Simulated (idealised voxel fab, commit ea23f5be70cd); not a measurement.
process module | voxel capacitor over wiring
It is cross-section cut that appears here, measuring 210 nm in width, its square cells being 5 nm in size.
If you're reading a cross-section in this doc, picture square cells in a grid; it comes to you as bands, top ones listed first down to the bottom, and a band can be one or more rows of cells. In this notation a band is specified by the heights of its top and bottom, in that order and in nm, after which its materials appear from left to right, each paired with its width in nm. The word "edge to edge" attached to a single material means that material fills the band from edge to edge; the word "air" stands for empty space. Heights are reckoned from 0. Under this level, the received wafer is all of one material. The bottommost band is open-ended downward, for example "0 nm and below". Graded width ("30 to 40"): value in top row of band = first number; value in bottom row = second number; row-to-row change constant. "no modification", as given for a step, is the statement that not any cell of the cross-section underwent a change during that step. The entry titled "Fully enclosed voids" provides the empty spaces that have no open way to the top, restricted to those of 8 cells or more. Each is presented as width x height at distance, the distance being measured from the left edge, with all three in nm. What comes after the settings on a step's line is commentary from the simulator itself on that step. overlay nm: step with mask; distance mask lay right of planned place; negative value = left of planned place.

Listed below are the process steps as planned
| 1 | RECEIVE with material Si |
| 2 | CONFORMAL_DEP with material SiO2, thk nm 15 |
| 3 | CONFORMAL_DEP with material SiCN, thk nm 5 |
| 4 | DIRECTIONAL_DEP with material SiO2, thk nm 25 |
| 5 | MASKED_ETCH with tone open, mask id METAL_1, width nm 25, pitch nm 75, etch materials SiO2, depth nm 25, overlay nm 0 |
| 6 | MASKED_ETCH with tone open, mask id METAL_1, width nm 25, pitch nm 75, etch materials SiCN, depth nm 5, overlay nm 0 |
| 7 | CONFORMAL_DEP with material TiN, thk nm 5 |
| 8 | FILL_DEP with material W, thk nm 10 |
| 9 | CMP with height nm 45 |
| 10 | EPI with material Ru, thk nm 5 |
| 11 | FILL_DEP with material SiCN, thk nm 5 |
| 12 | DIRECTIONAL_DEP with material SiO2, thk nm 10 |
| 13 | MASKED_ETCH with tone open, mask id PLUG_1, width nm 15, etch materials SiO2, depth nm 10, overlay nm 0 |
| 14 | MASKED_ETCH with tone open, mask id PLUG_1, width nm 15, etch materials SiCN, depth nm 5, overlay nm 0 |
| 15 | CONFORMAL_DEP with material TiN, thk nm 5 |
| 16 | FILL_DEP with material W, thk nm 5 |
| 17 | CMP with height nm 65 |
| 18 | DIRECTIONAL_DEP with material TiN, thk nm 10 |
| 19 | DIRECTIONAL_DEP with material Al2O3, thk nm 5 |
| 20 | DIRECTIONAL_DEP with material TiN, thk nm 10 |
| 21 | PATTERN with tone cover, mask id UPPER_PLATE, material resist, width nm 55, thk nm 20, overlay nm 0 |
| 22 | DIRECTIONAL_ETCH with etch materials TiN, depth nm 10 |
| 23 | DIRECTIONAL_ETCH with etch materials Al2O3, depth nm 5 |
| 24 | STRIP with etch materials resist |
| 25 | PATTERN with tone cover, mask id LOWER_PLATE, material resist, width nm 65, thk nm 15, overlay nm 0 |
| 26 | DIRECTIONAL_ETCH with etch materials TiN, depth nm 10 |
| 27 | STRIP with etch materials resist |
| 28 | FILL_DEP with material SiO2, thk nm 20 |
| 29 | CMP with height nm 105 |
| 30 | PATTERN with tone open, mask id PLUG_2, material resist, width nm 15, thk nm 20, overlay nm 0 |
| 31 | DIRECTIONAL_ETCH with etch materials SiO2, depth nm 15 |
| 32 | STRIP with etch materials resist |
| 33 | CONFORMAL_DEP with material TiN, thk nm 5 |
| 34 | FILL_DEP with material Ru, thk nm 5 |
| 35 | CMP with height nm 105 |
| 36 | CONFORMAL_DEP with material SiCN, thk nm 5 |

The cross-section here shows the wafer as received, i.e. in its state after step 1
  0 nm and below: Si edge to edge
  Fully enclosed voids: none

Figure: cross-sectional view of the wafer upon completion of the module, processed from the initial state and according to the plan depicted above, with one error introduced during execution
  110 nm to 105 nm: SiCN edge to edge
  105 nm to 95 nm: SiO2 (75)  TiN (5)  Ru (5)  TiN (5)  SiO2 (120)
  95 nm to 90 nm: SiO2 (75)  TiN (15)  SiO2 (120)
  90 nm to 80 nm: SiO2 (65)  TiN (55)  SiO2 (90)
  80 nm to 75 nm: SiO2 (65)  Al2O3 (55)  SiO2 (90)
  75 nm to 65 nm: SiO2 (60)  TiN (65)  SiO2 (85)
  65 nm to 55 nm: SiO2 (65)  TiN (5)  W (5)  TiN (5)  SiO2 (130)
  55 nm to 50 nm: SiCN (65)  TiN (15)  SiCN (130)
  50 nm to 45 nm: SiCN (50)  Ru (35)  SiCN (40)  Ru (35)  SiCN (50)
  45 nm to 35 nm: SiO2 (55)  TiN (5)  W (15)  TiN (5)  SiO2 (50)  TiN (5)  W (15)  TiN (5)  SiO2 (55)
  35 nm to 30 nm: SiCN (55)  TiN (25)  SiCN (50)  TiN (25)  SiCN (55)
  30 nm to 0 nm: SiO2 edge to edge
  0 nm and below: Si edge to edge
  Fully enclosed voids: none
Want to know what went wrong? step 2 from the plan got run twice
